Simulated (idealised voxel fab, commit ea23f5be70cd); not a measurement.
Process module, titled voxel ribs on slabs
Cross-section cut: width 265 nm, square cells of 5 nm.
Just so we're on the same page, the cross-sections are grids of square cells, and they're listed out in bands top to bottom, each band one or more rows deep. This entry defines a band. It first specifies the height of the band's top and the height of its bottom in nm, and then specifies the band's materials from left to right, stating each material with its width in nm. The word "edge to edge" identifies a single material that fills the band from edge to edge, while the word "empty" identifies empty space. Heads up on the height convention: 0 is the point under which the incoming wafer is all one material, and the lowest band has no bottom, it just keeps going down, like "0..down". Top row gets the first number, bottom row gets the second, and each row in between changes by the same step: that is how a band width like "30->40" works. Where the words "no change" appear for a step, the cross-section shows no cell changed by that step; every cell remained as before. Enclosed voids (no open way to top), threshold 8 cells or more, entry "Closed voids list", notation width x height at distance, distance from left edge, nm. Heads up: the bit after the settings on a step's line is the simulator's remark on that step. The setting "overlay nm" may be written on the line of a step. When the step uses a mask, the value reports how far to the right of the planned place the mask lay, and a negative value reports that it lay to the left.
# plan
1 RECEIVE | material Si
2 DIRECTIONAL_DEP | material SiO2 | thk nm 30
3 DIRECTIONAL_DEP | material polySi | thk nm 20
4 DIRECTIONAL_DEP | material aC | thk nm 15
5 PATTERN | tone cover | mask id RIB | material resist | width nm 30 | thk nm 35 | overlay nm 0
6 DIRECTIONAL_ETCH | etch materials aC | depth nm 15
7 STRIP | etch materials resist
8 DIRECTIONAL_ETCH | etch materials polySi | depth nm 10
9 STRIP | etch materials aC
10 DIRECTIONAL_DEP | material aC | thk nm 10
11 PATTERN | tone cover | mask id SLAB | material resist | width nm 70 | thk nm 25 | overlay nm 0
12 DIRECTIONAL_ETCH | etch materials aC | depth nm 10
13 STRIP | etch materials resist
14 DIRECTIONAL_ETCH | etch materials polySi | depth nm 10
15 STRIP | etch materials aC
16 FILL_DEP | material SiO2 | thk nm 25
17 CMP | height nm 70
18 DIRECTIONAL_DEP | material W | thk nm 10
19 MASKED_ETCH | tone cover | mask id HEATER | width nm 40 | etch materials W | depth nm 10 | overlay nm 0
20 CONFORMAL_DEP | material SiO2 | thk nm 10
The value of width nm given for step 11 in the plan refers to the first wafer; the wafers vary in this setting and are alike at the start.
# Here's the first of the wafers in cross-section, just as we got it, i.e. after step 1
  0..down = Si edge to edge
  Closed voids list: none
# Wafer cross-section (first of several) - module end, post step 20 (last step)
  90..80 = empty=100 | SiO2=60 | empty=105
  80..70 = SiO2=110 | W=40 | SiO2=115
  70..50 = SiO2 edge to edge
  50..40 = SiO2=115 | polySi=30 | SiO2=120
  40..30 = SiO2=95 | polySi=70 | SiO2=100
  30..0 = SiO2 edge to edge
  0..down = Si edge to edge
  Closed voids list: none
# Here we cross-sectioned the last of the wafers once the module was done
  90..80 = empty=100 | SiO2=60 | empty=105
  80..70 = SiO2=110 | W=40 | SiO2=115
  70..50 = SiO2 edge to edge
  50..40 = SiO2=115 | polySi=30 | SiO2=120
  40..30 = SiO2=85 | polySi=95 | SiO2=85
  30..0 = SiO2 edge to edge
  0..down = Si edge to edge
  Closed voids list: none
# Per wafer (row), end of module: delta in cells per material since receipt, (+) for gained, (-) for lost; closed voids after that
width nm 70 | +816 SiO2 | +16 W | +40 polySi | Closed voids list: none
width nm 75 | +814 SiO2 | +16 W | +42 polySi | Closed voids list: none
width nm 80 | +812 SiO2 | +16 W | +44 polySi | Closed voids list: none
width nm 85 | +810 SiO2 | +16 W | +46 polySi | Closed voids list: none
width nm 90 | +808 SiO2 | +16 W | +48 polySi | Closed voids list: none
width nm 95 | +806 SiO2 | +16 W | +50 polySi | Closed voids list: none
